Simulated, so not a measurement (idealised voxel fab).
Presented below is a process module, voxel ribs on slabs.
cross-section cut | 200 nm wide | cells 5 nm
When this document writes out a cross-section, it uses a grid of square cells and lists it as bands, beginning at the top and moving down, with a band standing for one or more rows of cells. It is stipulated that each band's entry specify, in nanometres, the height of the top of the band and then that of its bottom, followed by the materials of the band in left-to-right sequence, each together with its width in nanometres. A single material marked by the word "all across" is understood to fill the band from edge to edge; the word "air" is understood to denote empty space. Heights are expressed relative to 0, this being the level below which the as-received wafer comprises one material exclusively. The lowest band is unbounded in the downward direction and is denoted as in "0 and below". It should be noted that a width expressed as "30..40" varies in equal increments from row to row of cells within the band, taking the value of the first number at the top row and that of the second number at the bottom row. Step note "nothing got changed" = no cross-section cell changed. "Sealed cavities" contains a list of empty spaces, each no smaller than 8 cells and without an open way to the top, written in the form width x height at distance with the distance from the left edge and all three in nm. after a step's settings: what the simulator itself notes on the step. overlay nm: how far to the right of its planned place the mask lay on this masked step (negative: to the left).

### The process steps that were planned are listed below
1: RECEIVE [material Si]
2: DIRECTIONAL_DEP [material SiO2] [thk nm 20]
3: DIRECTIONAL_DEP [material polySi] [thk nm 15]
4: DIRECTIONAL_DEP [material aC] [thk nm 10]
5: PATTERN [tone cover] [mask id RIB] [material resist] [width nm 30] [thk nm 30] [overlay nm 0]
6: DIRECTIONAL_ETCH [etch materials aC] [depth nm 10]
7: STRIP [etch materials resist]
8: DIRECTIONAL_ETCH [etch materials polySi] [depth nm 10]
9: STRIP [etch materials aC]
10: MASKED_ETCH [tone cover] [mask id SLAB] [width nm 60] [etch materials polySi] [depth nm 5] [overlay nm 0]
11: FILL_DEP [material SiO2] [thk nm 20]
12: CMP [height nm 45]
13: DIRECTIONAL_DEP [material TiN] [thk nm 10]
14: DIRECTIONAL_DEP [material aC] [thk nm 10]
15: PATTERN [tone cover] [mask id HEATER] [material resist] [width nm 40] [thk nm 30] [overlay nm 0]
16: DIRECTIONAL_ETCH [etch materials aC] [depth nm 10]
17: STRIP [etch materials resist]
18: DIRECTIONAL_ETCH [etch materials TiN] [depth nm 10]
19: STRIP [etch materials aC]
20: CONFORMAL_DEP [material SiO2] [thk nm 5]

### Incoming wafer, cross-sectional view, post step 1
    0 and below  Si all across
    Sealed cavities: none

### One mistake in running the module, otherwise start and plan as above: cross-section at the end
    70 down to 60  65 nm air; 70 nm SiO2; 65 nm air
    60 down to 55  SiO2 all across
    55 down to 45  80 nm SiO2; 40 nm TiN; 80 nm SiO2
    45 down to 35  SiO2 all across
    35 down to 25  85 nm SiO2; 30 nm polySi; 85 nm SiO2
    25 down to 20  70 nm SiO2; 60 nm polySi; 70 nm SiO2
    20 down to 0  SiO2 all across
    0 and below  Si all across
    Sealed cavities: none
Want to know what went wrong? step 20 off recipe, ran as CONFORMAL_DEP [material SiO2] [thk nm 15]
